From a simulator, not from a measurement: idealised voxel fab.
The process module that follows is named voxel plated lines.
Each square cell in cross-section cut measures 5 nm, and the section as a whole is 240 nm wide.
For the purposes of this document, a cross-section shall be understood as a grid of square cells, specified as bands listed in top-to-bottom order, each band consisting of one or more rows of cells. Each band's line starts with the height of the band's top and of its bottom, in nm. Then come its materials from left to right, each with its width in nm. One material with "throughout" fills the band from edge to edge. "blank" is empty space. Heights are reckoned from 0. Under this level, the received wafer is all of one material. The bottommost band is open-ended downward, for example "z 0 and below". Width "30 to 40": first value at the band's top row of cells, second value at its bottom row, equal change from row to row. The designation "everything unchanged", where it is given for a processing step, indicates that no cell of the cross-section was altered in the course of that step. Listed in "Closed void listing": every empty space of 8 or more cells without an open way to the top. Form: width x height at distance, the distance being from the left edge, all in nm. Anything after a step's settings on that line? It's the simulator's own note about the step. You can add "overlay nm" to a step's line. For a step with a mask, it describes how far the mask lay to the right of its planned position, and a negative number describes a lay to the left.
### The planned process steps are enumerated hereunder
step 1: RECEIVE with material Si
step 2: CONFORMAL_DEP with material SiO2, thk nm 5
step 3: DIRECTIONAL_DEP with material TiN, thk nm 5
step 4: PATTERN with tone open, mask id LINES, material resist, width nm 30, pitch nm 45, thk nm 35, overlay nm 0
step 5: EPI with material Ru, thk nm 10
step 6: EPI with material Ru, thk nm 10
step 7: EPI with material Ru, thk nm 10
step 8: STRIP with etch materials resist
step 9: DIRECTIONAL_ETCH with etch materials TiN, depth nm 5
step 10: CONFORMAL_DEP with material SiCN, thk nm 5
### So, the first of our two wafers, run just as we planned it
### Cross-sectional view of the wafer in its as-received condition, corresponding to the state after step 1
z 0 and below = Si throughout
Closed void listing: none
### Sectional view: wafer, after step 2
z 5 to 0 = SiO2 throughout
Under 0: no change, same as before.
### Sectional view: wafer, after step 3
z 10 to 5 = TiN throughout
Under 5: no change, same as before.
### Sectional view: wafer, after step 4
z 45 to 10 = resist (60) / blank (30) / resist (15) / blank (30) / resist (15) / blank (30) / resist (60)
Under 10: no change, same as before.
### Sectional view: wafer, after step 5
z 45 to 20 = resist (60) / blank (30) / resist (15) / blank (30) / resist (15) / blank (30) / resist (60)
z 20 to 10 = resist (60) / Ru (30) / resist (15) / Ru (30) / resist (15) / Ru (30) / resist (60)
Under 10: no change, same as before.
### Sectional view: wafer, after step 6
z 45 to 30 = resist (60) / blank (30) / resist (15) / blank (30) / resist (15) / blank (30) / resist (60)
z 30 to 10 = resist (60) / Ru (30) / resist (15) / Ru (30) / resist (15) / Ru (30) / resist (60)
Under 10: no change, same as before.
### Sectional view: wafer, after step 7
z 45 to 40 = resist (60) / blank (30) / resist (15) / blank (30) / resist (15) / blank (30) / resist (60)
z 40 to 10 = resist (60) / Ru (30) / resist (15) / Ru (30) / resist (15) / Ru (30) / resist (60)
Under 10: no change, same as before.
### Sectional view: wafer, after step 8
z 40 to 10 = blank (60) / Ru (30) / blank (15) / Ru (30) / blank (15) / Ru (30) / blank (60)
Under 10: no change, same as before.
### Sectional view: wafer, after step 9
z 40 to 10 = blank (60) / Ru (30) / blank (15) / Ru (30) / blank (15) / Ru (30) / blank (60)
z 10 to 5 = blank (60) / TiN (30) / blank (15) / TiN (30) / blank (15) / TiN (30) / blank (60)
Under 5: no change, same as before.
### Sectional view: wafer, after step 10
z 45 to 40 = blank (55) / SiCN (40) / blank (5) / SiCN (40) / blank (5) / SiCN (40) / blank (55)
z 40 to 10 = blank (55) / SiCN (5) / Ru (30) / SiCN (5) / blank (5) / SiCN (5) / Ru (30) / SiCN (5) / blank (5) / SiCN (5) / Ru (30) / SiCN (5) / blank (55)
z 10 to 5 = SiCN (60) / TiN (30) / SiCN (15) / TiN (30) / SiCN (15) / TiN (30) / SiCN (60)
Under 5: no change, same as before.
### Now the other wafer: same start, same recipe, but we messed up one thing when running it. Up to and including step 1 it's the same as the first one
### The second wafer in cross-section, at the planned close of step 2
z 5 to 0 = TiN throughout
Under 0: no change, same as before.
### The second wafer in cross-section, at the planned close of step 3
z 10 to 5 = SiO2 throughout
Under 5: no change, same as before.
### The second wafer in cross-section, at the planned close of step 4
z 45 to 10 = resist (60) / blank (30) / resist (15) / blank (30) / resist (15) / blank (30) / resist (60)
Under 10: no change, same as before.
The second wafer in cross-section, at the planned close of step 5: everything unchanged
The second wafer in cross-section, at the planned close of step 6: everything unchanged
The second wafer in cross-section, at the planned close of step 7: everything unchanged
### The second wafer in cross-section, at the planned close of step 8
z 10 to 5 = SiO2 throughout
Under 5: no change, same as before.
The second wafer in cross-section, at the planned close of step 9: everything unchanged
### The second wafer in cross-section, at the planned close of step 10
z 15 to 10 = SiCN throughout
Under 10: no change, same as before.
Plan not followed: transposition of steps 2 and 3 relative to the planned sequence
Final difference in cells, second wafer against first, listed per material as more or fewer: 108 fewer of Ru, 42 fewer of SiCN, 30 more of TiN
